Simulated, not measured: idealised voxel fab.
Title: Process Module voxel tone inversion
It is cross-section cut that appears here, measuring 150 nm in width, its square cells being 5 nm in size.
In what follows, cross-sections appear as grids of square cells, described through bands that run from the top down, where every band is one or more rows of cells.
For a band, the entry starts with two heights in nm, that of the top and then that of the bottom, and carries on with the band's materials in order from left to right, each alongside its width in nm; the word "full width" beside a single material means it fills the band edge to edge, and "blank" means empty space.
Beneath 0, the wafer as received is one material, and that level is where height counting begins. The lowest band goes on downward without a bottom; it is written like "from 0 down".
So if you see something like "30->40" for the width, read it as the top row of the band sitting at the first number and the bottom row at the second, with every row in between moving by the same amount as the last.
You'll sometimes find "everything unchanged" written for a step, and that's the way of saying that nowhere in the cross-section did a cell change during that step.
Entry "Closed voids list". Content: empty spaces with no open connection to the top, size 8 cells or greater. Each: width x height at distance. Distance: from left edge. Unit: nm.
That trailing text on a step's line, after the settings, is the simulator's own remark on the step.
What "overlay nm" on a step's line means: if the step has a mask, that mask lay this far to the right of its planned place, or, when the value is negative, to the left.
### So here's the lineup of process steps we planned
1 RECEIVE, material Si
2 CONFORMAL_DEP, material SiN, thk nm 5
3 DIRECTIONAL_DEP, material aC, thk nm 15
4 PATTERN, tone cover, mask id POSTS, material resist, width nm 25, pitch nm 40, thk nm 25, overlay nm -15
5 DIRECTIONAL_ETCH, etch materials aC, depth nm 15
6 STRIP, etch materials resist
7 FILL_DEP, material SiO2, thk nm 10
8 CMP, height nm 20
9 STRIP, etch materials aC
It is noted that the wafers described herein are identical at the outset and are distinguished by the overlay nm of step 4; the value stated in the plan corresponds to the first wafer.
### The first of several wafers in cross-section, exactly as it reached us after step 1
* from 0 down = Si full width
* Closed voids list: none
### Heads up, this table goes wafer by wafer. A row tells you, at the end of the module, how many cells of each material that wafer has put on (+) or dropped (-) since it was received, and then its closed voids
overlay nm -15, +30 SiN, +60 SiO2, Closed voids list: none
overlay nm -10, +30 SiN, +60 SiO2, Closed voids list: none
overlay nm -5, +30 SiN, +60 SiO2, Closed voids list: none
overlay nm 0, +30 SiN, +60 SiO2, Closed voids list: none
overlay nm 5, +30 SiN, +60 SiO2, Closed voids list: none
overlay nm 10, +30 SiN, +60 SiO2, Closed voids list: none
overlay nm 15, +30 SiN, +60 SiO2, Closed voids list: none
